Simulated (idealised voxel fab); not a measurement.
Proc. module: voxel wiring stack
Cross-section cut: width 235 nm, square cells of 5 nm.
Reading order for cross-sections: top band down to bottom band. Underlying form: a grid of square cells. Band size: one or more rows of cells.
For a band, the entry starts with two heights in nm, that of the top and then that of the bottom, and carries on with the band's materials in order from left to right, each alongside its width in nm; the word "everywhere" beside a single material means it fills the band edge to edge, and "empty" means empty space.
For the purposes of this specification, 0 denotes the height below which the wafer in its as-received condition is composed wholly of one material, and the lowermost band, lacking a lower limit, extends downward without end, as expressed in "top 0, no bottom".
A two-number width, for instance "30->40", indicates that the width is equal to the first number in the top row of the band and to the second number in the bottom row, and that it changes by a constant amount per row of cells.
Key: "nothing altered" - step with no changed cell in the cross-section.
Closed-off voids of 8+ cells (no open route to the top) go in "Sealed internal cavities", written width x height at distance from the left edge, in nm.
It should be noted that, on the line of a given step, the content following the step's settings is a remark produced by the simulator itself with respect to that step.
overlay nm: how far to the right of its planned place the mask lay on this masked step (negative: to the left).
## plan
1. RECEIVE,material Si
2. CONFORMAL_DEP,material SiO2,thk nm 10
3. DIRECTIONAL_DEP,material TiN,thk nm 5
4. DIRECTIONAL_DEP,material W,thk nm 20
5. PATTERN,tone cover,mask id METAL_1,material resist,width nm 20,pitch nm 40,thk nm 20,overlay nm 0
6. DIRECTIONAL_ETCH,etch materials W,depth nm 20
7. DIRECTIONAL_ETCH,etch materials TiN,depth nm 5
8. STRIP,etch materials resist
9. FILL_DEP,material lowk,thk nm 5
10. CMP,height nm 35
11. CONFORMAL_DEP,material SiCN,thk nm 5
12. DIRECTIONAL_DEP,material lowk,thk nm 30
13. PATTERN,tone open,mask id METAL_2,material resist,width nm 20,pitch nm 40,thk nm 20,overlay nm 0
14. DIRECTIONAL_ETCH,etch materials lowk,depth nm 20
15. STRIP,etch materials resist
16. MASKED_ETCH,tone open,mask id METAL_2_HOLES,width nm 15,etch materials lowk,depth nm 10,overlay nm 0
17. MASKED_ETCH,tone open,mask id METAL_2_HOLES,width nm 15,etch materials SiCN,depth nm 5,overlay nm 0
18. CONFORMAL_DEP,material TiN,thk nm 5
19. FILL_DEP,material Cu,thk nm 5
20. CMP,height nm 70
21. CONFORMAL_DEP,material SiCN,thk nm 5
22. DIRECTIONAL_DEP,material lowk,thk nm 35
23. DIRECTIONAL_DEP,material aC,thk nm 10
24. PATTERN,tone open,mask id METAL_3,material resist,width nm 20,pitch nm 40,thk nm 30,overlay nm 0
25. DIRECTIONAL_ETCH,etch materials aC,depth nm 10
26. STRIP,etch materials resist
27. DIRECTIONAL_ETCH,etch materials lowk,depth nm 20
28. STRIP,etch materials aC
29. DIRECTIONAL_DEP,material aC,thk nm 15
30. PATTERN,tone open,mask id METAL_3_HOLES,material resist,width nm 15,thk nm 35,overlay nm 0
31. DIRECTIONAL_ETCH,etch materials aC,depth nm 15
32. STRIP,etch materials resist
33. DIRECTIONAL_ETCH,etch materials lowk,depth nm 15
34. DIRECTIONAL_ETCH,etch materials SiCN,depth nm 5
35. STRIP,etch materials aC
36. CONFORMAL_DEP,material TiN,thk nm 5
37. FILL_DEP,material Cu,thk nm 5
38. CMP,height nm 110
39. CONFORMAL_DEP,material SiCN,thk nm 5
40. DIRECTIONAL_DEP,material lowk,thk nm 10
41. MASKED_ETCH,tone open,mask id PLUG_3,width nm 15,pitch nm 40,etch materials lowk,depth nm 10,overlay nm 0
42. MASKED_ETCH,tone open,mask id PLUG_3,width nm 15,pitch nm 40,etch materials SiCN,depth nm 5,overlay nm 0
43. EPI,material Ru,thk nm 10
44. EPI,material Ru,thk nm 5
45. CONFORMAL_DEP,material SiN,thk nm 5
46. DIRECTIONAL_DEP,material lowk,thk nm 20
47. MASKED_ETCH,tone open,mask id METAL_4,width nm 20,pitch nm 40,etch materials lowk,depth nm 20,overlay nm 0
48. MASKED_ETCH,tone open,mask id METAL_4,width nm 20,pitch nm 40,etch materials SiN,depth nm 5,overlay nm 0
49. CONFORMAL_DEP,material TiN,thk nm 5
50. FILL_DEP,material Ru,thk nm 5
51. CMP,height nm 150
52. EPI,material Ru,thk nm 5
53. FILL_DEP,material SiCN,thk nm 5
## First of two wafers, processed according to plan
## Wafer cross-section on receipt, i.e. after step 1
top 0, no bottom  Si everywhere
Sealed internal cavities: none
## After step 2, in cross-section
top 10, bottom 0  SiO2 everywhere
Below 0 it's all the same as before, nothing changed down there.
## After step 3, in cross-section
top 15, bottom 10  TiN everywhere
Below 10 it's all the same as before, nothing changed down there.
## After step 4, in cross-section
top 35, bottom 15  W everywhere
Below 15 it's all the same as before, nothing changed down there.
## After step 5, in cross-section
top 55, bottom 35  empty (85)  resist (20)  empty (20)  resist (20)  empty (90)
Below 35 it's all the same as before, nothing changed down there.
## After step 6, in cross-section
top 55, bottom 35  empty (85)  resist (20)  empty (20)  resist (20)  empty (90)
top 35, bottom 15  empty (85)  W (20)  empty (20)  W (20)  empty (90)
Below 15 it's all the same as before, nothing changed down there.
## After step 7, in cross-section
top 55, bottom 35  empty (85)  resist (20)  empty (20)  resist (20)  empty (90)
top 35, bottom 15  empty (85)  W (20)  empty (20)  W (20)  empty (90)
top 15, bottom 10  empty (85)  TiN (20)  empty (20)  TiN (20)  empty (90)
Below 10 it's all the same as before, nothing changed down there.
## After step 8, in cross-section
top 35, bottom 15  empty (85)  W (20)  empty (20)  W (20)  empty (90)
Below 15 it's all the same as before, nothing changed down there.
## After step 9, in cross-section
top 40, bottom 35  lowk everywhere
top 35, bottom 15  lowk (85)  W (20)  lowk (20)  W (20)  lowk (90)
top 15, bottom 10  lowk (85)  TiN (20)  lowk (20)  TiN (20)  lowk (90)
Below 10 it's all the same as before, nothing changed down there.
## After step 10, in cross-section
top 35, bottom 15  lowk (85)  W (20)  lowk (20)  W (20)  lowk (90)
Below 15 it's all the same as before, nothing changed down there.
## After step 11, in cross-section
top 40, bottom 35  SiCN everywhere
Below 35 it's all the same as before, nothing changed down there.
## After step 12, in cross-section
top 70, bottom 40  lowk everywhere
Below 40 it's all the same as before, nothing changed down there.
## After step 13, in cross-section
top 90, bottom 70  resist (85)  empty (20)  resist (20)  empty (20)  resist (90)
Below 70 it's all the same as before, nothing changed down there.
## After step 14, in cross-section
top 90, bottom 70  resist (85)  empty (20)  resist (20)  empty (20)  resist (90)
top 70, bottom 50  lowk (85)  empty (20)  lowk (20)  empty (20)  lowk (90)
Below 50 it's all the same as before, nothing changed down there.
## After step 15, in cross-section
top 70, bottom 50  lowk (85)  empty (20)  lowk (20)  empty (20)  lowk (90)
Below 50 it's all the same as before, nothing changed down there.
## After step 16, in cross-section
top 70, bottom 50  lowk (85)  empty (20)  lowk (20)  empty (20)  lowk (90)
top 50, bottom 40  lowk (85)  empty (15)  lowk (135)
Below 40 it's all the same as before, nothing changed down there.
## After step 17, in cross-section
top 70, bottom 50  lowk (85)  empty (20)  lowk (20)  empty (20)  lowk (90)
top 50, bottom 40  lowk (85)  empty (15)  lowk (135)
top 40, bottom 35  SiCN (85)  empty (15)  SiCN (135)
Below 35 it's all the same as before, nothing changed down there.
## After step 18, in cross-section
top 75, bottom 70  TiN (90)  empty (10)  TiN (30)  empty (10)  TiN (95)
top 70, bottom 55  lowk (85)  TiN (5)  empty (10)  TiN (5)  lowk (20)  TiN (5)  empty (10)  TiN (5)  lowk (90)
top 55, bottom 50  lowk (85)  TiN (5)  empty (5)  TiN (10)  lowk (20)  TiN (20)  lowk (90)
top 50, bottom 40  lowk (85)  TiN (5)  empty (5)  TiN (5)  lowk (135)
top 40, bottom 35  SiCN (85)  TiN (15)  SiCN (135)
Below 35 it's all the same as before, nothing changed down there.
## After step 19, in cross-section
top 80, bottom 75  Cu everywhere
top 75, bottom 70  TiN (90)  Cu (10)  TiN (30)  Cu (10)  TiN (95)
top 70, bottom 55  lowk (85)  TiN (5)  Cu (10)  TiN (5)  lowk (20)  TiN (5)  Cu (10)  TiN (5)  lowk (90)
top 55, bottom 50  lowk (85)  TiN (5)  Cu (5)  TiN (10)  lowk (20)  TiN (20)  lowk (90)
top 50, bottom 40  lowk (85)  TiN (5)  Cu (5)  TiN (5)  lowk (135)
Below 40 it's all the same as before, nothing changed down there.
## After step 20, in cross-section
top 70, bottom 55  lowk (85)  TiN (5)  Cu (10)  TiN (5)  lowk (20)  TiN (5)  Cu (10)  TiN (5)  lowk (90)
Below 55 it's all the same as before, nothing changed down there.
## After step 21, in cross-section
top 75, bottom 70  SiCN everywhere
Below 70 it's all the same as before, nothing changed down there.
## After step 22, in cross-section
top 110, bottom 75  lowk everywhere
Below 75 it's all the same as before, nothing changed down there.
## After step 23, in cross-section
top 120, bottom 110  aC everywhere
Below 110 it's all the same as before, nothing changed down there.
## After step 24, in cross-section
top 150, bottom 120  resist (85)  empty (20)  resist (20)  empty (20)  resist (90)
Below 120 it's all the same as before, nothing changed down there.
## After step 25, in cross-section
top 140, bottom 120  resist (85)  empty (20)  resist (20)  empty (20)  resist (90)
top 120, bottom 110  aC (85)  empty (20)  aC (20)  empty (20)  aC (90)
Below 110 it's all the same as before, nothing changed down there.
## After step 26, in cross-section
top 120, bottom 110  aC (85)  empty (20)  aC (20)  empty (20)  aC (90)
Below 110 it's all the same as before, nothing changed down there.
## After step 27, in cross-section
top 120, bottom 110  aC (85)  empty (20)  aC (20)  empty (20)  aC (90)
top 110, bottom 90  lowk (85)  empty (20)  lowk (20)  empty (20)  lowk (90)
Below 90 it's all the same as before, nothing changed down there.
## After step 28, in cross-section
top 110, bottom 90  lowk (85)  empty (20)  lowk (20)  empty (20)  lowk (90)
Below 90 it's all the same as before, nothing changed down there.
## After step 29, in cross-section
top 125, bottom 110  aC (85)  empty (20)  aC (20)  empty (20)  aC (90)
top 110, bottom 105  lowk (85)  empty (20)  lowk (20)  empty (20)  lowk (90)
top 105, bottom 90  lowk (85)  aC (20)  lowk (20)  aC (20)  lowk (90)
Below 90 it's all the same as before, nothing changed down there.
## After step 30, in cross-section
top 160, bottom 125  resist (85)  empty (15)  resist (135)
top 125, bottom 110  aC (85)  empty (15)  resist (5)  aC (20)  resist (20)  aC (90)
top 110, bottom 105  lowk (85)  empty (15)  resist (5)  lowk (20)  resist (20)  lowk (90)
Below 105 it's all the same as before, nothing changed down there.
## After step 31, in cross-section
top 145, bottom 125  resist (85)  empty (15)  resist (135)
top 125, bottom 110  aC (85)  empty (15)  resist (5)  aC (20)  resist (20)  aC (90)
top 110, bottom 105  lowk (85)  empty (15)  resist (5)  lowk (20)  resist (20)  lowk (90)
top 105, bottom 90  lowk (85)  empty (15)  aC (5)  lowk (20)  aC (20)  lowk (90)
Below 90 it's all the same as before, nothing changed down there.
## After step 32, in cross-section
top 125, bottom 110  aC (85)  empty (20)  aC (20)  empty (20)  aC (90)
top 110, bottom 105  lowk (85)  empty (20)  lowk (20)  empty (20)  lowk (90)
Below 105 it's all the same as before, nothing changed down there.
## After step 33, in cross-section
top 125, bottom 110  aC (85)  empty (20)  aC (20)  empty (20)  aC (90)
top 110, bottom 105  lowk (85)  empty (20)  lowk (20)  empty (20)  lowk (90)
top 105, bottom 90  lowk (85)  empty (15)  aC (5)  lowk (20)  aC (20)  lowk (90)
top 90, bottom 75  lowk (85)  empty (15)  lowk (135)
Below 75 it's all the same as before, nothing changed down there.
## After step 34, in cross-section
top 125, bottom 110  aC (85)  empty (20)  aC (20)  empty (20)  aC (90)
top 110, bottom 105  lowk (85)  empty (20)  lowk (20)  empty (20)  lowk (90)
top 105, bottom 90  lowk (85)  empty (15)  aC (5)  lowk (20)  aC (20)  lowk (90)
top 90, bottom 75  lowk (85)  empty (15)  lowk (135)
top 75, bottom 70  SiCN (85)  empty (15)  SiCN (135)
Below 70 it's all the same as before, nothing changed down there.
## After step 35, in cross-section
top 110, bottom 90  lowk (85)  empty (20)  lowk (20)  empty (20)  lowk (90)
Below 90 it's all the same as before, nothing changed down there.
## After step 36, in cross-section
top 115, bottom 110  TiN (90)  empty (10)  TiN (30)  empty (10)  TiN (95)
top 110, bottom 95  lowk (85)  TiN (5)  empty (10)  TiN (5)  lowk (20)  TiN (5)  empty (10)  TiN (5)  lowk (90)
top 95, bottom 90  lowk (85)  TiN (5)  empty (5)  TiN (10)  lowk (20)  TiN (20)  lowk (90)
top 90, bottom 75  lowk (85)  TiN (5)  empty (5)  TiN (5)  lowk (135)
top 75, bottom 70  SiCN (85)  TiN (15)  SiCN (135)
Below 70 it's all the same as before, nothing changed down there.
## After step 37, in cross-section
top 120, bottom 115  Cu everywhere
top 115, bottom 110  TiN (90)  Cu (10)  TiN (30)  Cu (10)  TiN (95)
top 110, bottom 95  lowk (85)  TiN (5)  Cu (10)  TiN (5)  lowk (20)  TiN (5)  Cu (10)  TiN (5)  lowk (90)
top 95, bottom 90  lowk (85)  TiN (5)  Cu (5)  TiN (10)  lowk (20)  TiN (20)  lowk (90)
top 90, bottom 75  lowk (85)  TiN (5)  Cu (5)  TiN (5)  lowk (135)
Below 75 it's all the same as before, nothing changed down there.
## After step 38, in cross-section
top 110, bottom 95  lowk (85)  TiN (5)  Cu (10)  TiN (5)  lowk (20)  TiN (5)  Cu (10)  TiN (5)  lowk (90)
Below 95 it's all the same as before, nothing changed down there.
## After step 39, in cross-section
top 115, bottom 110  SiCN everywhere
Below 110 it's all the same as before, nothing changed down there.
## After step 40, in cross-section
top 125, bottom 115  lowk everywhere
Below 115 it's all the same as before, nothing changed down there.
## After step 41, in cross-section
top 125, bottom 115  lowk (85)  empty (15)  lowk (25)  empty (15)  lowk (95)
Below 115 it's all the same as before, nothing changed down there.
## After step 42, in cross-section
top 125, bottom 115  lowk (85)  empty (15)  lowk (25)  empty (15)  lowk (95)
top 115, bottom 110  SiCN (85)  empty (15)  SiCN (25)  empty (15)  SiCN (95)
Below 110 it's all the same as before, nothing changed down there.
## After step 43, in cross-section
top 125, bottom 120  lowk (85)  empty (15)  lowk (25)  empty (15)  lowk (95)
top 120, bottom 115  lowk (85)  Ru (15)  lowk (25)  Ru (15)  lowk (95)
top 115, bottom 110  SiCN (85)  Ru (15)  SiCN (25)  Ru (15)  SiCN (95)
Below 110 it's all the same as before, nothing changed down there.
## After step 44, in cross-section
top 125, bottom 115  lowk (85)  Ru (15)  lowk (25)  Ru (15)  lowk (95)
Below 115 it's all the same as before, nothing changed down there.
## After step 45, in cross-section
top 130, bottom 125  SiN everywhere
Below 125 it's all the same as before, nothing changed down there.
## After step 46, in cross-section
top 150, bottom 130  lowk everywhere
Below 130 it's all the same as before, nothing changed down there.
## After step 47, in cross-section
top 150, bottom 130  lowk (85)  empty (20)  lowk (20)  empty (20)  lowk (90)
Below 130 it's all the same as before, nothing changed down there.
## After step 48, in cross-section
top 150, bottom 130  lowk (85)  empty (20)  lowk (20)  empty (20)  lowk (90)
top 130, bottom 125  SiN (85)  empty (20)  SiN (20)  empty (20)  SiN (90)
Below 125 it's all the same as before, nothing changed down there.
## After step 49, in cross-section
top 155, bottom 150  TiN (90)  empty (10)  TiN (30)  empty (10)  TiN (95)
top 150, bottom 130  lowk (85)  TiN (5)  empty (10)  TiN (5)  lowk (20)  TiN (5)  empty (10)  TiN (5)  lowk (90)
top 130, bottom 125  SiN (85)  TiN (20)  SiN (20)  TiN (20)  SiN (90)
Below 125 it's all the same as before, nothing changed down there.
## After step 50, in cross-section
top 160, bottom 155  Ru everywhere
top 155, bottom 150  TiN (90)  Ru (10)  TiN (30)  Ru (10)  TiN (95)
top 150, bottom 130  lowk (85)  TiN (5)  Ru (10)  TiN (5)  lowk (20)  TiN (5)  Ru (10)  TiN (5)  lowk (90)
Below 130 it's all the same as before, nothing changed down there.
## After step 51, in cross-section
top 150, bottom 130  lowk (85)  TiN (5)  Ru (10)  TiN (5)  lowk (20)  TiN (5)  Ru (10)  TiN (5)  lowk (90)
Below 130 it's all the same as before, nothing changed down there.
## After step 52, in cross-section
top 155, bottom 150  empty (80)  Ru (30)  empty (10)  Ru (30)  empty (85)
Below 150 it's all the same as before, nothing changed down there.
## After step 53, in cross-section
top 160, bottom 155  SiCN everywhere
top 155, bottom 150  SiCN (80)  Ru (30)  SiCN (10)  Ru (30)  SiCN (85)
Below 150 it's all the same as before, nothing changed down there.
## Second wafer. Start and plan as for the first. One mistake made in running. Agrees with the first up to and including step 40
## Cross-section, second wafer, at the end time the plan gives for step 41
top 125, bottom 115  lowk (80)  empty (25)  lowk (15)  empty (25)  lowk (90)
Below 115 it's all the same as before, nothing changed down there.
## Cross-section, second wafer, at the end time the plan gives for step 42
top 125, bottom 115  lowk (80)  empty (25)  lowk (15)  empty (25)  lowk (90)
top 115, bottom 110  SiCN (85)  empty (15)  SiCN (25)  empty (15)  SiCN (95)
Below 110 it's all the same as before, nothing changed down there.
## Cross-section, second wafer, at the end time the plan gives for step 43
top 125, bottom 120  lowk (80)  empty (25)  lowk (15)  empty (25)  lowk (90)
top 120, bottom 115  lowk (80)  Ru (25)  lowk (15)  Ru (25)  lowk (90)
top 115, bottom 110  SiCN (85)  Ru (15)  SiCN (25)  Ru (15)  SiCN (95)
Below 110 it's all the same as before, nothing changed down there.
## Cross-section, second wafer, at the end time the plan gives for step 44
top 125, bottom 115  lowk (80)  Ru (25)  lowk (15)  Ru (25)  lowk (90)
Below 115 it's all the same as before, nothing changed down there.
## Cross-section, second wafer, at the end time the plan gives for step 45
top 130, bottom 125  SiN everywhere
Below 125 it's all the same as before, nothing changed down there.
## Cross-section, second wafer, at the end time the plan gives for step 46
top 150, bottom 130  lowk everywhere
Below 130 it's all the same as before, nothing changed down there.
## Cross-section, second wafer, at the end time the plan gives for step 47
top 150, bottom 130  lowk (85)  empty (20)  lowk (20)  empty (20)  lowk (90)
Below 130 it's all the same as before, nothing changed down there.
## Cross-section, second wafer, at the end time the plan gives for step 48
top 150, bottom 130  lowk (85)  empty (20)  lowk (20)  empty (20)  lowk (90)
top 130, bottom 125  SiN (85)  empty (20)  SiN (20)  empty (20)  SiN (90)
Below 125 it's all the same as before, nothing changed down there.
## Cross-section, second wafer, at the end time the plan gives for step 49
top 155, bottom 150  TiN (90)  empty (10)  TiN (30)  empty (10)  TiN (95)
top 150, bottom 130  lowk (85)  TiN (5)  empty (10)  TiN (5)  lowk (20)  TiN (5)  empty (10)  TiN (5)  lowk (90)
top 130, bottom 125  SiN (85)  TiN (20)  SiN (20)  TiN (20)  SiN (90)
Below 125 it's all the same as before, nothing changed down there.
## Cross-section, second wafer, at the end time the plan gives for step 50
top 160, bottom 155  Ru everywhere
top 155, bottom 150  TiN (90)  Ru (10)  TiN (30)  Ru (10)  TiN (95)
top 150, bottom 130  lowk (85)  TiN (5)  Ru (10)  TiN (5)  lowk (20)  TiN (5)  Ru (10)  TiN (5)  lowk (90)
Below 130 it's all the same as before, nothing changed down there.
## Cross-section, second wafer, at the end time the plan gives for step 51
top 150, bottom 130  lowk (85)  TiN (5)  Ru (10)  TiN (5)  lowk (20)  TiN (5)  Ru (10)  TiN (5)  lowk (90)
Below 130 it's all the same as before, nothing changed down there.
## Cross-section, second wafer, at the end time the plan gives for step 52
top 155, bottom 150  empty (80)  Ru (30)  empty (10)  Ru (30)  empty (85)
Below 150 it's all the same as before, nothing changed down there.
## Cross-section, second wafer, at the end time the plan gives for step 53
top 160, bottom 155  SiCN everywhere
top 155, bottom 150  SiCN (80)  Ru (30)  SiCN (10)  Ru (30)  SiCN (85)
Below 150 it's all the same as before, nothing changed down there.
The mistake made against the process plan was this: step 41 did not happen as planned, as run it was MASKED_ETCH,tone open,mask id PLUG_3,width nm 25,pitch nm 40,etch materials lowk,depth nm 10,overlay nm 0
Counted in cells at the end, the second wafer holds more or fewer of these materials than the first: Ru: 8 more, lowk: 8 fewer
